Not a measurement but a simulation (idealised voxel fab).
Name of the process module below: voxel tone inversion
Cross-sectional view cut (width: 220 nm; square cell size: 5 nm).
Notation: cross-section as square-cell grid; stated in bands, top first, going down; one or more cell rows per band.
Top height, bottom height, nm. Materials left to right, width each, nm. Single material + "all across" = fills band edge to edge. "blank" = empty.
A quick word on heights: they are counted from 0, and under that level the wafer as it came to us is one material throughout. The lowest band is different from the rest in having no bottom; it simply continues downward, written as in "z 0 and below".
The notation "30 to 40" denotes a width that varies across the rows of cells in the band, beginning at the first number in the top row, finishing at the second number in the bottom row, and changing by an identical amount from each row to the next.
The designation "identical to before", where it is given for a processing step, indicates that no cell of the cross-section was altered in the course of that step.
Listed in "Sealed internal cavities": every empty space of 8 or more cells without an open way to the top. Form: width x height at distance, the distance being from the left edge, all in nm.
Heads up: the bit after the settings on a step's line is the simulator's remark on that step.
Each step line may optionally specify "overlay nm", which for a step with a mask gives the rightward distance between the mask's planned place and where it lay, a negative value indicating the leftward direction.
## Listed below are the process steps as planned
step 1: RECEIVE [material Si]
step 2: CONFORMAL_DEP [material SiN] [thk nm 5]
step 3: DIRECTIONAL_DEP [material polySi] [thk nm 25]
step 4: PATTERN [tone cover] [mask id POSTS] [material resist] [width nm 25] [pitch nm 45] [thk nm 30] [overlay nm 0]
step 5: DIRECTIONAL_ETCH [etch materials polySi] [depth nm 25]
step 6: STRIP [etch materials resist]
step 7: FILL_DEP [material SiO2] [thk nm 10]
step 8: CMP [height nm 30]
step 9: STRIP [etch materials polySi]
step 10: CONFORMAL_DEP [material TiN] [thk nm 5]
step 11: FILL_DEP [material W] [thk nm 5]
step 12: CMP [height nm 30]
step 13: CONFORMAL_DEP [material SiCN] [thk nm 5]
## Cross-section of the incoming wafer, state after step 1
- z 0 and below  Si all across
- Sealed internal cavities: none
## End-of-module cross-section of the first of two wafers, processed as planned
- z 35 to 30  SiCN all across
- z 30 to 10  SiO2 30 | TiN 5 | W 15 | TiN 5 | SiO2 20 | TiN 5 | W 15 | TiN 5 | SiO2 20 | TiN 5 | W 15 | TiN 5 | SiO2 20 | TiN 5 | W 15 | TiN 5 | SiO2 30
- z 10 to 5  SiO2 30 | TiN 25 | SiO2 20 | TiN 25 | SiO2 20 | TiN 25 | SiO2 20 | TiN 25 | SiO2 30
- z 5 to 0  SiN all across
- z 0 and below  Si all across
- Sealed internal cavities: none
## Wafer two, end of module, cross-section. Same start, same plan as wafer one. One mistake in the run
- z 35 to 30  SiCN all across
- z 30 to 10  W 25 | TiN 5 | SiO2 25 | TiN 5 | W 10 | TiN 5 | SiO2 25 | TiN 5 | W 10 | TiN 5 | SiO2 25 | TiN 5 | W 10 | TiN 5 | SiO2 25 | TiN 5 | W 25
- z 10 to 5  TiN 30 | SiO2 25 | TiN 20 | SiO2 25 | TiN 20 | SiO2 25 | TiN 20 | SiO2 25 | TiN 30
- z 5 to 0  SiN all across
- z 0 and below  Si all across
- Sealed internal cavities: none
Which mistake was made when the wafer was run? contrary to plan, step 4 was performed as PATTERN [tone open] [mask id POSTS] [material resist] [width nm 25] [pitch nm 45] [thk nm 30] [overlay nm 0]
Cell-count delta at end, second wafer over first, by material: -20 SiO2 | +4 TiN | +16 W
